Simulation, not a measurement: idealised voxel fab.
The document below concerns the process module designated voxel ribs on slabs.
Section shown: cut. Width: 165 nm. Cell size: 5 nm, square.
A cross-section in this document is a grid of square cells, and it is written down as bands, the top band listed before the ones below it; a band is made up of one or more rows of cells. Top, bottom (nm), then materials left to right with widths (nm); lone material tagged "edge to edge" fills the whole band edge to edge; "blank" = empty space. We count height from 0. Below that, the starting wafer is all one material. The lowest band never ends at the bottom but goes on down; see "0 and below" for how that is written. Quick explanation for "30->40": the width changes in equal steps down the rows of cells, from the first number in the band's top row to the second number in its bottom row. The designation "nothing changed", where it is given for a processing step, indicates that no cell of the cross-section was altered in the course of that step. The entry titled "Enclosed voids" provides the empty spaces that have no open way to the top, restricted to those of 8 cells or more. Each is presented as width x height at distance, the distance being measured from the left edge, with all three in nm. Note: text after step settings on the step line = simulator remark on that step. The "overlay nm" setting may appear on a step's line; for a step that uses a mask, it gives how far to the right of its planned position the mask lay, and a negative value indicates the left.

List of planned process steps
1: RECEIVE (material Si)
2: DIRECTIONAL_DEP (material SiO2; thk nm 20)
3: DIRECTIONAL_DEP (material polySi; thk nm 20)
4: PATTERN (tone cover; mask id RIB; material resist; width nm 15; thk nm 15; overlay nm 0)
5: DIRECTIONAL_ETCH (etch materials polySi; depth nm 15)
6: STRIP (etch materials resist)
7: DIRECTIONAL_DEP (material aC; thk nm 15)
8: PATTERN (tone cover; mask id SLAB; material resist; width nm 55; thk nm 30; overlay nm 0)
9: DIRECTIONAL_ETCH (etch materials aC; depth nm 15)
10: STRIP (etch materials resist)
11: DIRECTIONAL_ETCH (etch materials polySi; depth nm 5)
12: STRIP (etch materials aC)
13: FILL_DEP (material SiO2; thk nm 30)
14: CMP (height nm 60)
15: DIRECTIONAL_DEP (material W; thk nm 5)
16: DIRECTIONAL_DEP (material aC; thk nm 15)
17: PATTERN (tone cover; mask id HEATER; material resist; width nm 25; thk nm 35; overlay nm 0)
18: DIRECTIONAL_ETCH (etch materials aC; depth nm 15)
19: STRIP (etch materials resist)
20: DIRECTIONAL_ETCH (etch materials W; depth nm 5)
21: STRIP (etch materials aC)
22: CONFORMAL_DEP (material SiO2; thk nm 5)

Incoming wafer in cross-section (state: after step 1)
	0 and below | Si edge to edge
	Enclosed voids: none

Module complete, cross-section. Starting point and plan per above. One mistake made in running the module
	70 down to 65 | blank (65) | SiO2 (35) | blank (65)
	65 down to 60 | SiO2 (70) | W (25) | SiO2 (70)
	60 down to 20 | polySi edge to edge
	20 down to 0 | SiO2 edge to edge
	0 and below | Si edge to edge
	Enclosed voids: none
The mistake made against the process plan was this: step 13 deviated from plan and actually ran as FILL_DEP (material polySi; thk nm 30)
